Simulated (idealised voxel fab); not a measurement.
Herein follows the process module entitled voxel wiring stack.
For reference, the cross-section in this document is cut, with width 280 nm and square cells of 5 nm.
The cross-sections in this document take the form of a grid made of square cells. They are written out as bands, in order from top to bottom. Each band consists of one or more rows of cells. Each band's line starts with the height of the band's top and of its bottom, in nm. Then come its materials from left to right, each with its width in nm. One material with "edge to edge" fills the band from edge to edge. "blank" is empty space. Height is counted from the level 0, under which the received wafer is composed throughout of one material. The lowest of the bands is not closed at the bottom but continues downward, in the notation "0 nm and below". A width given as "30..40" starts at the first number in the band's top row and ends at the second number in its bottom row, shifting by an equal amount at every step from row to row. Take "nothing altered" at face value: in the step it is given for, the cross-section changed in none of its cells. Heads up: "Trapped cavities" only lists the empty pockets with no open path to the top that are 8 cells or more, and it writes them as width x height at distance, distance from the left edge, in nm. Where a step's line continues beyond its settings, the continuation is a remark by the simulator itself on that step. What "overlay nm" on a step's line means: if the step has a mask, that mask lay this far to the right of its planned place, or, when the value is negative, to the left.

## Process steps foreseen in the plan
1) RECEIVE, material Si
2) CONFORMAL_DEP, material SiO2, thk nm 10
3) DIRECTIONAL_DEP, material TiN, thk nm 5
4) DIRECTIONAL_DEP, material W, thk nm 15
5) MASKED_ETCH, tone cover, mask id METAL_1, width nm 25, pitch nm 40, etch materials W, depth nm 15, overlay nm 0
6) MASKED_ETCH, tone cover, mask id METAL_1, width nm 25, pitch nm 40, etch materials TiN, depth nm 5, overlay nm 0
7) CONFORMAL_DEP, material SiCN, thk nm 5
8) FILL_DEP, material SiO2, thk nm 5
9) CMP, height nm 30
10) CONFORMAL_DEP, material SiCN, thk nm 5
11) DIRECTIONAL_DEP, material SiO2, thk nm 20
12) DIRECTIONAL_DEP, material aC, thk nm 15
13) PATTERN, tone open, mask id PLUG_1, material resist, width nm 15, pitch nm 40, thk nm 35, overlay nm 0
14) DIRECTIONAL_ETCH, etch materials aC, depth nm 15
15) STRIP, etch materials resist
16) DIRECTIONAL_ETCH, etch materials SiO2, depth nm 20
17) DIRECTIONAL_ETCH, etch materials SiCN, depth nm 5
18) STRIP, etch materials aC
19) CONFORMAL_DEP, material TiN, thk nm 5
20) FILL_DEP, material Cu, thk nm 5
21) CMP, height nm 55
22) DIRECTIONAL_DEP, material TiN, thk nm 5
23) DIRECTIONAL_DEP, material W, thk nm 15
24) DIRECTIONAL_DEP, material aC, thk nm 15
25) PATTERN, tone cover, mask id METAL_2, material resist, width nm 25, pitch nm 40, thk nm 35, overlay nm 0
26) DIRECTIONAL_ETCH, etch materials aC, depth nm 15
27) STRIP, etch materials resist
28) DIRECTIONAL_ETCH, etch materials W, depth nm 15
29) DIRECTIONAL_ETCH, etch materials TiN, depth nm 5
30) STRIP, etch materials aC
31) CONFORMAL_DEP, material SiN, thk nm 5
32) FILL_DEP, material SiO2, thk nm 5
33) CMP, height nm 75
34) CONFORMAL_DEP, material SiCN, thk nm 5
35) DIRECTIONAL_DEP, material lowk, thk nm 30
36) MASKED_ETCH, tone open, mask id METAL_3, width nm 25, pitch nm 40, etch materials lowk, depth nm 20, overlay nm 0
37) DIRECTIONAL_DEP, material aC, thk nm 15
38) PATTERN, tone open, mask id METAL_3_HOLES, material resist, width nm 15, pitch nm 40, thk nm 35, overlay nm 0
39) DIRECTIONAL_ETCH, etch materials aC, depth nm 15
40) STRIP, etch materials resist
41) DIRECTIONAL_ETCH, etch materials lowk, depth nm 10
42) DIRECTIONAL_ETCH, etch materials SiCN, depth nm 5
43) STRIP, etch materials aC
44) CONFORMAL_DEP, material TiN, thk nm 5
45) FILL_DEP, material Cu, thk nm 10
46) CMP, height nm 110
47) CONFORMAL_DEP, material SiCN, thk nm 5
48) DIRECTIONAL_DEP, material SiO2, thk nm 15
49) DIRECTIONAL_DEP, material aC, thk nm 15
50) PATTERN, tone open, mask id PLUG_3, material resist, width nm 15, thk nm 30, overlay nm 0
51) DIRECTIONAL_ETCH, etch materials aC, depth nm 15
52) STRIP, etch materials resist
53) DIRECTIONAL_ETCH, etch materials SiO2, depth nm 15
54) DIRECTIONAL_ETCH, etch materials SiCN, depth nm 5
55) STRIP, etch materials aC
56) CONFORMAL_DEP, material TiN, thk nm 5
57) FILL_DEP, material Ru, thk nm 5
58) CMP, height nm 130
59) DIRECTIONAL_DEP, material TiN, thk nm 5
60) DIRECTIONAL_DEP, material Ru, thk nm 25
61) DIRECTIONAL_DEP, material aC, thk nm 10
62) PATTERN, tone cover, mask id METAL_4, material resist, width nm 25, pitch nm 40, thk nm 25, overlay nm 0
63) DIRECTIONAL_ETCH, etch materials aC, depth nm 10
64) STRIP, etch materials resist
65) DIRECTIONAL_ETCH, etch materials Ru, depth nm 25
66) DIRECTIONAL_ETCH, etch materials TiN, depth nm 5
67) STRIP, etch materials aC
68) CONFORMAL_DEP, material SiN, thk nm 5
69) FILL_DEP, material lowk, thk nm 10
70) CMP, height nm 160
71) CONFORMAL_DEP, material SiCN, thk nm 5

## Wafer cross-section on receipt, i.e. after step 1
  0 nm and below  Si edge to edge
  Trapped cavities: none

## The module was run from the start shown above using the plan shown above, but one mistake was made doing it; the resulting wafer cross-section is below
  165 nm to 160 nm  SiCN edge to edge
  160 nm to 135 nm  100 lowk  5 SiN  25 Ru  5 SiN  5 lowk  5 SiN  25 Ru  5 SiN  105 lowk
  135 nm to 130 nm  105 SiN  25 TiN  15 SiN  25 TiN  110 SiN
  130 nm to 115 nm  105 SiO2  5 TiN  5 Ru  5 TiN  160 SiO2
  115 nm to 110 nm  105 SiCN  15 TiN  160 SiCN
  110 nm to 100 nm  105 lowk  5..10 TiN  15..10 Cu  5 TiN  15 lowk  5..10 TiN  15..10 Cu  5 TiN  110 lowk
  100 nm to 95 nm  110 lowk  5 TiN  10 Cu  5 TiN  20 lowk  5 TiN  10 Cu  5 TiN  110 lowk
  95 nm to 90 nm  110 lowk  20 TiN  20 lowk  20 TiN  110 lowk
  90 nm to 80 nm  110 lowk  10 TiN  30 lowk  10 TiN  120 lowk
  80 nm to 75 nm  110 SiCN  10 TiN  30 SiCN  10 TiN  120 SiCN
  75 nm to 60 nm  100 SiO2  5 SiN  25 W  5 SiN  5 SiO2  5 SiN  25 W  5 SiN  105 SiO2
  60 nm to 55 nm  105 SiN  25 TiN  15 SiN  25 TiN  110 SiN
  55 nm to 35 nm  105 SiO2  5 TiN  5 Cu  5 TiN  25 SiO2  5 TiN  5 Cu  5 TiN  120 SiO2
  35 nm to 30 nm  105 SiCN  15 TiN  25 SiCN  15 TiN  120 SiCN
  30 nm to 15 nm  100 SiO2  5 SiCN  25 W  5 SiCN  5 SiO2  5 SiCN  25 W  5 SiCN  105 SiO2
  15 nm to 10 nm  105 SiCN  25 TiN  15 SiCN  25 TiN  110 SiCN
  10 nm to 0 nm  SiO2 edge to edge
  0 nm and below  Si edge to edge
  Trapped cavities: none
Deviation noted in wafer processing: step 36 was processed under conditions differing from the plan, specifically as MASKED_ETCH, tone open, mask id METAL_3, width nm 20, pitch nm 40, etch materials lowk, depth nm 20, overlay nm 0
